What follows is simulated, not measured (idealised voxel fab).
voxel released beams: a process module
Square cell edge 5 nm, section width 240 nm, ID cut.
Cross-section format: a grid of square cells, given as bands from top to bottom; each band is one or more rows of cells.
Band: top height; bottom height; in nm. Then, left to right: material with width in nm, for each material. "edge to edge": a single material spanning edge to edge. "blank": empty space.
Beneath 0, the wafer as received is one material, and that level is where height counting begins. The lowest band goes on downward without a bottom; it is written like "0 -> down".
A two-number width, for instance "30 to 40", indicates that the width is equal to the first number in the top row of the band and to the second number in the bottom row, and that it changes by a constant amount per row of cells.
What does "remained the same" mean for a step? It means no cell of the cross-section changed in that step.
Basically, "Completely sealed voids" tells you about the enclosed voids: empty spaces with no open way to the top, 8 cells or bigger, each written width x height at distance, where distance is from the left edge, all in nm.
Whatever follows a step's settings on its line is a remark the simulator itself makes about that step.
overlay nm: mask right of planned place by this much (step with mask). Neg. = left.

# List of planned process steps
1: RECEIVE with material Si
2: CONFORMAL_DEP with material Al2O3, thk nm 10
3: DIRECTIONAL_DEP with material SiO2, thk nm 10
4: DIRECTIONAL_DEP with material aC, thk nm 15
5: PATTERN with tone open, mask id ANCHOR, material resist, width nm 45, thk nm 35, overlay nm 0
6: DIRECTIONAL_ETCH with etch materials aC, depth nm 15
7: STRIP with etch materials resist
8: DIRECTIONAL_ETCH with etch materials SiO2, depth nm 10
9: STRIP with etch materials aC
10: CONFORMAL_DEP with material W, thk nm 15
11: DIRECTIONAL_DEP with material aC, thk nm 15
12: PATTERN with tone cover, mask id BEAM, material resist, width nm 110, thk nm 30, overlay nm 0
13: DIRECTIONAL_ETCH with etch materials aC, depth nm 15
14: STRIP with etch materials resist
15: DIRECTIONAL_ETCH with etch materials W, depth nm 15
16: STRIP with etch materials aC
17: STRIP with etch materials SiO2

# First of two wafers: run as planned

# Incoming wafer, cross-sectional view, post step 1
    0 -> down = Si edge to edge
    Completely sealed voids: none

# Cross-section through the wafer, step 2 finished
    10 -> 0 = Al2O3 edge to edge
    Note: structure below 0 unchanged.

# Cross-section through the wafer, step 3 finished
    20 -> 10 = SiO2 edge to edge
    Note: structure below 10 unchanged.

# Cross-section through the wafer, step 4 finished
    35 -> 20 = aC edge to edge
    Note: structure below 20 unchanged.

# Cross-section through the wafer, step 5 finished
    70 -> 35 = resist=65  blank=45  resist=130
    Note: structure below 35 unchanged.

# Cross-section through the wafer, step 6 finished
    55 -> 35 = resist=65  blank=45  resist=130
    35 -> 20 = aC=65  blank=45  aC=130
    Note: structure below 20 unchanged.

# Cross-section through the wafer, step 7 finished
    35 -> 20 = aC=65  blank=45  aC=130
    Note: structure below 20 unchanged.

# Cross-section through the wafer, step 8 finished
    35 -> 20 = aC=65  blank=45  aC=130
    20 -> 10 = SiO2=65  blank=45  SiO2=130
    Note: structure below 10 unchanged.

# Cross-section through the wafer, step 9 finished
    20 -> 10 = SiO2=65  blank=45  SiO2=130
    Note: structure below 10 unchanged.

# Cross-section through the wafer, step 10 finished
    35 -> 25 = W=80  blank=15  W=145
    25 -> 20 = W edge to edge
    20 -> 10 = SiO2=65  W=45  SiO2=130
    Note: structure below 10 unchanged.

# Cross-section through the wafer, step 11 finished
    50 -> 40 = aC=80  blank=15  aC=145
    40 -> 35 = aC edge to edge
    35 -> 25 = W=80  aC=15  W=145
    Note: structure below 25 unchanged.

# Cross-section through the wafer, step 12 finished
    80 -> 50 = blank=60  resist=110  blank=70
    50 -> 40 = aC=80  resist=15  aC=145
    Note: structure below 40 unchanged.

# Cross-section through the wafer, step 13 finished
    65 -> 50 = blank=60  resist=110  blank=70
    50 -> 40 = blank=60  aC=20  resist=15  aC=75  blank=70
    40 -> 35 = blank=60  aC=110  blank=70
    Note: structure below 35 unchanged.

# Cross-section through the wafer, step 14 finished
    50 -> 40 = blank=60  aC=20  blank=15  aC=75  blank=70
    Note: structure below 40 unchanged.

# Cross-section through the wafer, step 15 finished
    50 -> 40 = blank=60  aC=20  blank=15  aC=75  blank=70
    40 -> 35 = blank=60  aC=110  blank=70
    35 -> 25 = blank=60  W=20  aC=15  W=75  blank=70
    25 -> 20 = blank=60  W=110  blank=70
    Note: structure below 20 unchanged.

# Cross-section through the wafer, step 16 finished
    35 -> 25 = blank=60  W=20  blank=15  W=75  blank=70
    Note: structure below 25 unchanged.

# Cross-section through the wafer, step 17 finished
    35 -> 25 = blank=60  W=20  blank=15  W=75  blank=70
    25 -> 20 = blank=60  W=110  blank=70
    20 -> 10 = blank=65  W=45  blank=130
    Note: structure below 10 unchanged.

# Wafer two: like wafer one in start and plan, but with one mistake in execution; identical up to and including step 14

# Cross-section: second wafer, time at which step 15 was scheduled to end
    50 -> 40 = blank=60  aC=20  blank=15  aC=75  blank=70
    40 -> 35 = blank=60  aC=110  blank=70
    35 -> 30 = blank=60  W=20  aC=15  W=75  blank=70
    Note: structure below 30 unchanged.

# Cross-section: second wafer, time at which step 16 was scheduled to end
    35 -> 30 = blank=60  W=20  blank=15  W=75  blank=70
    30 -> 25 = W=80  blank=15  W=145
    Note: structure below 25 unchanged.

Cross-section: second wafer, time at which step 17 was scheduled to end: remained the same
Error vs. plan: step 15 deviated from plan and actually ran as DIRECTIONAL_ETCH with etch materials W, depth nm 5
Final difference in cells, second wafer against first, listed per material as more or fewer: SiO2: 78 more, W: 52 more
